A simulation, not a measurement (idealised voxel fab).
Documented hereafter: the process module known as voxel spacer lines.
FYI the section here is cut, 235 nm wide, cells are 5 nm squares.
Throughout this document, each cross-section is represented as a grid of square cells and is presented as a sequence of bands enumerated from the top downward, where a band comprises one or more rows of cells.
For a band, the entry starts with two heights in nm, that of the top and then that of the bottom, and carries on with the band's materials in order from left to right, each alongside its width in nm; the word "everywhere" beside a single material means it fills the band edge to edge, and "blank" means empty space.
All heights in this document are referenced to 0, defined as the level beneath which the wafer, as received, consists entirely of one material. The lowest band is not bounded below; it extends indefinitely downward and is written in the form "top 0, no bottom".
Quick explanation for "30 to 40": the width changes in equal steps down the rows of cells, from the first number in the band's top row to the second number in its bottom row.
"no modification" for a step: no cell of the cross-section changed in that step.
So "Enclosed cavity list" is basically the list of trapped voids: any empty space of 8 cells or more that can't reach the top through an opening. They're written width x height at distance, the distance being from the left edge, and it's all nm.
Whatever follows a step's settings on its line is a remark the simulator itself makes about that step.
What "overlay nm" on a step's line means: if the step has a mask, that mask lay this far to the right of its planned place, or, when the value is negative, to the left.

### Steps planned for the process
1) RECEIVE: material Si
2) CONFORMAL_DEP: material Al2O3, thk nm 5
3) DIRECTIONAL_DEP: material polySi, thk nm 10
4) DIRECTIONAL_DEP: material aC, thk nm 30
5) PATTERN: tone cover, mask id MANDREL, material resist, width nm 15, pitch nm 50, thk nm 35, overlay nm 0
6) DIRECTIONAL_ETCH: etch materials aC, depth nm 30
7) STRIP: etch materials resist
8) CONFORMAL_DEP: material SiO2, thk nm 10
9) DIRECTIONAL_ETCH: etch materials SiO2, depth nm 10
10) STRIP: etch materials aC
11) DIRECTIONAL_ETCH: etch materials polySi, depth nm 10
12) STRIP: etch materials SiO2

### Cross-sectional view of the wafer in its as-received condition, corresponding to the state after step 1
	top 0, no bottom  Si everywhere
	Enclosed cavity list: none

### Cross-sectional image of the first of two wafers at the end of the module, the run having proceeded as planned
	top 15, bottom 5  75 blank; 10 polySi; 15 blank; 10 polySi; 15 blank; 10 polySi; 15 blank; 10 polySi; 75 blank
	top 5, bottom 0  Al2O3 everywhere
	top 0, no bottom  Si everywhere
	Enclosed cavity list: none

### This cross-section belongs to the second wafer of two at the end of the module; the start and the plan were shared with the first, and the run included one mistake
	top 15, bottom 5  70 blank; 10 polySi; 15 blank; 10 polySi; 15 blank; 10 polySi; 15 blank; 10 polySi; 80 blank
	top 5, bottom 0  Al2O3 everywhere
	top 0, no bottom  Si everywhere
	Enclosed cavity list: none
Deviation noted in wafer processing: it should be noted that step 5 was executed with settings other than those planned, the operation and settings actually applied being PATTERN: tone cover, mask id MANDREL, material resist, width nm 15, pitch nm 50, thk nm 35, overlay nm -5
The concluding comparison shows that, measured in cells, each material is equally abundant on both wafers, albeit at different positions.
